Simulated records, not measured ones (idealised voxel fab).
Process module heading - voxel fin reveal
The figure presents cross-section cut, which has a width of 235 nm and is divided into square cells with an edge length of 5 nm.
Notation: cross-section as square-cell grid; stated in bands, top first, going down; one or more cell rows per band. Quick guide to a band line: top height, bottom height (nm) up front; then every material left to right with its width in nm. Only one material and it's marked "full width"? Then it fills the band edge to edge. And "air" just means empty space. The level at which height equals 0 is the one under which the wafer, as it arrives, is entirely one material. No lower edge exists for the bottom band, which continues downward and is notated as in "from 0 down". You'd read "30..40" like this: the band's top row of cells is as wide as the first number, its bottom row is as wide as the second, and going down, every row changes width by the same amount as the row before did. "no change occurred" -> step changed no cross-section cell. Closed empty spaces (no open way to the top) of 8 cells or more are what "Non-vented voids" lists, each as width x height at distance from the left edge, nm for all three. Heads up: the bit after the settings on a step's line is the simulator's remark on that step. For masked steps, "overlay nm" on the step line gives how far right of plan the mask actually lay; a minus sign means it lay to the left.

### plan
1. RECEIVE: material Si
2. CONFORMAL_DEP: material SiN, thk nm 5
3. PATTERN: tone cover, mask id FINS, material resist, width nm 15, pitch nm 40, thk nm 20, overlay nm 0
4. DIRECTIONAL_ETCH: etch materials SiN, depth nm 5
5. DIRECTIONAL_ETCH: etch materials Si, depth nm 40
6. STRIP: etch materials resist
7. FILL_DEP: material SiO2, thk nm 10
8. CMP: height nm 5
9. SELECTIVE_ETCH: etch materials SiO2, depth nm 30
10. STRIP: etch materials SiN
11. CONFORMAL_DEP: material SiO2, thk nm 5

### Wafer as received: cross-section following step 1
- from 0 down | Si full width
- Non-vented voids: none

### Cross-section at module end, one run error; start and plan unchanged from above
- from 5 to 0 | SiO2: 55 / air: 5 / SiO2: 35 / air: 5 / SiO2: 35 / air: 5 / SiO2: 35 / air: 5 / SiO2: 55
- from 0 to -20 | Si: 50 / SiO2: 5 / air: 5 / SiO2: 5 / Si: 25 / SiO2: 5 / air: 5 / SiO2: 5 / Si: 25 / SiO2: 5 / air: 5 / SiO2: 5 / Si: 25 / SiO2: 5 / air: 5 / SiO2: 5 / Si: 50
- from -20 to -40 | Si: 50 / SiO2: 15 / Si: 25 / SiO2: 15 / Si: 25 / SiO2: 15 / Si: 25 / SiO2: 15 / Si: 50
- from -40 down | Si full width
- Non-vented voids: none
Deviation from plan: the process deviated at step 3: the operation and settings actually run there were PATTERN: tone open, mask id FINS, material resist, width nm 15, pitch nm 40, thk nm 20, overlay nm 0
